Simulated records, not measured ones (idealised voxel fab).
process module | voxel double patterning
cross-section cut | 180 nm wide | cells 5 nm
A cross-section is a grid of square cells, given in bands from the top down. A band is one or more rows of cells.
Each band's line starts with the height of the band's top and of its bottom, in nm. Then come its materials from left to right, each with its width in nm. One material with "throughout" fills the band from edge to edge. "air" is empty space.
Height 0 is the level under which the wafer as received is all one material. The lowest band goes on downwards, as in "0 down".
A width such as "30 to 40" changes by the same amount from each row of cells to the next, from the band's top row to its bottom row.
"no change" after a step means that no cell of the cross-section changed.
closed voids: empty space of 8 cells or more with no open way to the top, each as width x height at its distance from the left edge, in nm
after a step's settings: what the simulator itself notes on the step
overlay nm, on a step with a mask: how far to the right of its planned place the mask lay; to the left if negative
plan
1 op RECEIVE | material Si
2 op CONFORMAL_DEP | material SiO2 | thk nm 10
3 op DIRECTIONAL_DEP | material polySi | thk nm 20
4 op DIRECTIONAL_DEP | material SiN | thk nm 5
5 op DIRECTIONAL_DEP | material aC | thk nm 10
6 op PATTERN | tone open | mask id FIRST | material resist | width nm 15 | pitch nm 50 | thk nm 25 | overlay nm 0
7 op DIRECTIONAL_ETCH | etch materials aC | depth nm 10
8 op STRIP | etch materials resist
9 op DIRECTIONAL_ETCH | etch materials SiN | depth nm 5
10 op STRIP | etch materials aC
11 op DIRECTIONAL_DEP | material aC | thk nm 15
12 op PATTERN | tone open | mask id SECOND | material resist | width nm 15 | pitch nm 50 | thk nm 30 | overlay nm 0
13 op DIRECTIONAL_ETCH | etch materials aC | depth nm 15
14 op STRIP | etch materials resist
15 op DIRECTIONAL_ETCH | etch materials SiN | depth nm 5
16 op STRIP | etch materials aC
17 op DIRECTIONAL_ETCH | etch materials polySi | depth nm 20
18 op STRIP | etch materials SiN
varied across the wafers: width nm of step 12. The plan shows the first wafer's value. All wafers start alike
first wafer as received, after step 1
  0 down: Si throughout
  closed voids: none
first wafer at the end, after step 18
  30 to 10: polySi 30 | air 15 | polySi 10 | air 15 | polySi 10 | air 15 | polySi 10 | air 15 | polySi 10 | air 15 | polySi 35
  10 to 0: SiO2 throughout
  0 down: Si throughout
  closed voids: none
last wafer at the end
  30 to 10: polySi 30 | air 15 | polySi 5 | air 45 | polySi 5 | air 45 | polySi 35
  10 to 0: SiO2 throughout
  0 down: Si throughout
  closed voids: none
each wafer at the end: cells of each material gained (+) or lost (-) since it was received, then its closed voids
width nm 15 | +72 SiO2 | +84 polySi | closed voids: none
width nm 20 | +72 SiO2 | +76 polySi | closed voids: none
width nm 25 | +72 SiO2 | +68 polySi | closed voids: none
width nm 30 | +72 SiO2 | +60 polySi | closed voids: none
